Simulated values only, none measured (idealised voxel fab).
The name of this process module is voxel gate over fins.
It is cross-section cut that appears here, measuring 240 nm in width, its square cells being 5 nm in size.
A cross-section is a grid of square cells, given in bands from the top down. A band is one or more rows of cells. What a band's entry tells you: where the top is and where the bottom is, as heights in nm, and after that what lies inside, material by material from left to right, each with its width in nm. Empty space is written as the word "air", and a single material marked with the word "full width" occupies the band from edge to edge. The reference from which all heights are counted is 0, the level beneath which the as-received wafer is entirely one material; the lowest band, having no lower bound, proceeds downward and is written after the example "0 nm and below". The two numbers in a width such as "30->40" mark its ends across the band: the first belongs to the top row of cells, the second to the bottom row, and from each row to the next the width moves by the same amount. Step marked "no modification"? Then no cell in the cross-section changed in it. "Closed cavities" contains a list of empty spaces, each no smaller than 8 cells and without an open way to the top, written in the form width x height at distance with the distance from the left edge and all three in nm. Heads up: the bit after the settings on a step's line is the simulator's remark on that step. Each step line may optionally specify "overlay nm", which for a step with a mask gives the rightward distance between the mask's planned place and where it lay, a negative value indicating the leftward direction.
The following list gives the planned process steps
1. RECEIVE: material Si
2. CONFORMAL_DEP: material SiN, thk nm 5
3. DIRECTIONAL_DEP: material aC, thk nm 10
4. PATTERN: tone cover, mask id FINS, material resist, width nm 15, pitch nm 40, thk nm 30, overlay nm 0
5. DIRECTIONAL_ETCH: etch materials aC, depth nm 10
6. STRIP: etch materials resist
7. DIRECTIONAL_ETCH: etch materials SiN, depth nm 5
8. DIRECTIONAL_ETCH: etch materials Si, depth nm 40
9. STRIP: etch materials aC
10. OXIDIZE: depth nm 5
11. FILL_DEP: material SiO2, thk nm 5
12. CMP: height nm 5
13. SELECTIVE_ETCH: etch materials SiO2, depth nm 15
14. STRIP: etch materials SiN
15. CONFORMAL_DEP: material HfO2, thk nm 5
16. CONFORMAL_DEP: material TiN, thk nm 5
17. FILL_DEP: material W, thk nm 15
18. CMP: height nm 20
19. CONFORMAL_DEP: material SiN, thk nm 10
Received-state cross-section, reflecting completion of step 1
- 0 nm and below: Si full width
- Closed cavities: none
This is how the wafer looks in cross-section once the module is done, given the starting state and plan above and one mistake in carrying the plan out
- 30 nm to 20 nm: SiN full width
- 20 nm to 10 nm: W full width
- 10 nm to 5 nm: W=70 | TiN=25 | W=15 | TiN=25 | W=15 | TiN=25 | W=65
- 5 nm to 0 nm: W=70 | TiN=5 | HfO2=15 | TiN=5 | W=15 | TiN=5 | HfO2=15 | TiN=5 | W=15 | TiN=5 | HfO2=15 | TiN=5 | W=65
- 0 nm to -5 nm: TiN=75 | HfO2=5 | Si=5 | HfO2=5 | TiN=25 | HfO2=5 | Si=5 | HfO2=5 | TiN=25 | HfO2=5 | Si=5 | HfO2=5 | TiN=70
- -5 nm to -10 nm: HfO2=80 | Si=5 | HfO2=35 | Si=5 | HfO2=35 | Si=5 | HfO2=75
- -10 nm to -45 nm: SiO2=80 | Si=5 | SiO2=35 | Si=5 | SiO2=35 | Si=5 | SiO2=75
- -45 nm and below: Si full width
- Closed cavities: none
Where did the run depart from the plan? step 4: run off-plan, actual operation and settings PATTERN: tone cover, mask id FINS, material resist, width nm 15, pitch nm 40, thk nm 30, overlay nm 5
